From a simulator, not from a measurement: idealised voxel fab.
Module name: voxel trench capacitor (process module)
Section shown: cut. Width: 145 nm. Cell size: 5 nm, square.
This document writes a cross-section as a grid whose cells are square, and gives it as bands, listed from the top down; one or more rows of cells form a band.
Within each band entry, the heights of the top and of the bottom of the band appear first, in that order and in nm; the materials of the band then follow from left to right, each with its corresponding width in nm. The designation "everywhere" on a single material indicates that it fills the band from edge to edge; the designation "air" indicates empty space.
It should be noted that heights are counted from 0, beneath which the wafer as supplied is of one material throughout, and that the lowest band possesses no lower boundary but continues downward, as written in "0 -> down".
Width spec "30->40" -> top row of cells at first value, bottom row at second value, equal per-row change in between.
"all unchanged", as given for a step, is the statement that not any cell of the cross-section underwent a change during that step.
Any empty space of 8 cells or more lacking an open way to the top shows up in "closed voids" as width x height at distance, distance from the left edge, in nm.
Heads up: the bit after the settings on a step's line is the simulator's remark on that step.
overlay nm: on a step with a mask, how far right of its planned place the mask lay; negative means left.
-- Here's what the planned process steps look like
- 1: RECEIVE: material Si
- 2: CONFORMAL_DEP: material SiN, thk nm 5
- 3: DIRECTIONAL_DEP: material aC, thk nm 15
- 4: PATTERN: tone open, mask id TRENCH, material resist, width nm 15, pitch nm 45, thk nm 35, overlay nm 0
- 5: DIRECTIONAL_ETCH: etch materials aC, depth nm 15
- 6: STRIP: etch materials resist
- 7: DIRECTIONAL_ETCH: etch materials SiN, depth nm 5
- 8: DIRECTIONAL_ETCH: etch materials Si, depth nm 40
- 9: STRIP: etch materials aC
- 10: CONFORMAL_DEP: material Al2O3, thk nm 5
- 11: FILL_DEP: material polySi, thk nm 10
- 12: CMP: height nm 5
-- Incoming wafer, cross-sectional view, post step 1
  0 -> down = Si everywhere
  closed voids: none
-- End state of the module in cross-section, given the above starting point and plan and one mistake in execution
  5 -> 0 = 40 polySi / 5 Al2O3 / 5 polySi / 5 Al2O3 / 30 polySi / 5 Al2O3 / 5 polySi / 5 Al2O3 / 45 polySi
  0 -> -30 = 40 Si / 5 Al2O3 / 5 polySi / 5 Al2O3 / 30 Si / 5 Al2O3 / 5 polySi / 5 Al2O3 / 45 Si
  -30 -> -35 = 40 Si / 15 Al2O3 / 30 Si / 15 Al2O3 / 45 Si
  -35 -> down = Si everywhere
  closed voids: none
Want to know what went wrong? heads up, step 2 didn't go per plan, it actually ran as CONFORMAL_DEP: material polySi, thk nm 5
